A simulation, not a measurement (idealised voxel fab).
process module | voxel self aligned vias
cross-section cut | 285 nm wide | cells 5 nm
A cross-section is a grid of square cells, given in bands from the top down. A band is one or more rows of cells.
Each band's line starts with the height of the band's top and of its bottom, in nm. Then come its materials from left to right, each with its width in nm. One material with "throughout" fills the band from edge to edge. "air" is empty space.
Height 0 is the level under which the wafer as received is all one material. The lowest band goes on downwards, as in "0 down".
A width such as "30 to 40" changes by the same amount from each row of cells to the next, from the band's top row to its bottom row.
"no change" after a step means that no cell of the cross-section changed.
closed voids: empty space of 8 cells or more with no open way to the top, each as width x height at its distance from the left edge, in nm
after a step's settings: what the simulator itself notes on the step
overlay nm, on a step with a mask: how far to the right of its planned place the mask lay; to the left if negative
plan
1 op RECEIVE | material Si
2 op CONFORMAL_DEP | material SiO2 | thk nm 10
3 op CONFORMAL_DEP | material SiCN | thk nm 5
4 op DIRECTIONAL_DEP | material lowk | thk nm 25
5 op MASKED_ETCH | tone open | mask id LINES | width nm 20 | pitch nm 45 | etch materials lowk | depth nm 25 | overlay nm 0
6 op CONFORMAL_DEP | material TiN | thk nm 5
7 op FILL_DEP | material W | thk nm 10
8 op CMP | height nm 40
9 op SELECTIVE_ETCH | etch materials W Ru TiN | depth nm 5
10 op FILL_DEP | material SiN | thk nm 5
11 op CMP | height nm 40
12 op DIRECTIONAL_DEP | material lowk | thk nm 20
13 op DIRECTIONAL_DEP | material aC | thk nm 10
14 op PATTERN | tone open | mask id VIAS | material resist | width nm 30 | pitch nm 90 | thk nm 30 | overlay nm 0
15 op DIRECTIONAL_ETCH | etch materials aC | depth nm 10
16 op STRIP | etch materials resist
17 op DIRECTIONAL_ETCH | etch materials lowk | depth nm 20
18 op DIRECTIONAL_ETCH | etch materials SiN | depth nm 5
19 op STRIP | etch materials aC
20 op CONFORMAL_DEP | material TiN | thk nm 5
21 op FILL_DEP | material Ru | thk nm 5
22 op CMP | height nm 60
23 op CONFORMAL_DEP | material SiCN | thk nm 5
as received, after step 1
  0 down: Si throughout
  closed voids: none
first wafer at the end, as planned
  65 to 60: SiCN throughout
  60 to 45: lowk 80 | TiN 5 | Ru 20 | TiN 5 | lowk 60 | TiN 5 | Ru 20 | TiN 5 | lowk 85
  45 to 40: lowk 80 | TiN 10 | Ru 10 | TiN 10 | lowk 60 | TiN 10 | Ru 10 | TiN 10 | lowk 85
  40 to 35: lowk 85 | TiN 20 | lowk 25 | SiN 20 | lowk 25 | TiN 20 | lowk 90
  35 to 20: lowk 85 | TiN 5 | W 10 | TiN 5 | lowk 25 | TiN 5 | W 10 | TiN 5 | lowk 25 | TiN 5 | W 10 | TiN 5 | lowk 90
  20 to 15: lowk 85 | TiN 20 | lowk 25 | TiN 20 | lowk 25 | TiN 20 | lowk 90
  15 to 10: SiCN throughout
  10 to 0: SiO2 throughout
  0 down: Si throughout
  closed voids: none
second wafer at the end: like start, like plan, one mistake
  65 to 60: SiCN throughout
  60 to 45: lowk 80 | TiN 5 | Ru 20 | TiN 5 | lowk 60 | TiN 5 | Ru 20 | TiN 5 | lowk 85
  45 to 40: lowk 80 | TiN 30 | lowk 60 | TiN 30 | lowk 85
  40 to 35: SiN 80 | TiN 5 | lowk 20 | TiN 5 | SiN 20 | lowk 20 | SiN 20 | TiN 5 | lowk 20 | TiN 5 | SiN 85
  35 to 20: W 80 | TiN 5 | lowk 20 | TiN 5 | W 15 | TiN 5 | lowk 20 | TiN 5 | W 15 | TiN 5 | lowk 20 | TiN 5 | W 85
  20 to 15: TiN 85 | lowk 20 | TiN 25 | lowk 20 | TiN 25 | lowk 20 | TiN 90
  15 to 10: SiCN throughout
  10 to 0: SiO2 throughout
  0 down: Si throughout
  closed voids: none
what went wrong: step 5 ran as: op MASKED_ETCH | tone cover | mask id LINES | width nm 20 | pitch nm 45 | etch materials lowk | depth nm 25 | overlay nm 0
at the end the second wafer has, in cells: 4 fewer of Ru | 37 more of SiN | 33 more of TiN | 99 more of W | 165 fewer of lowk
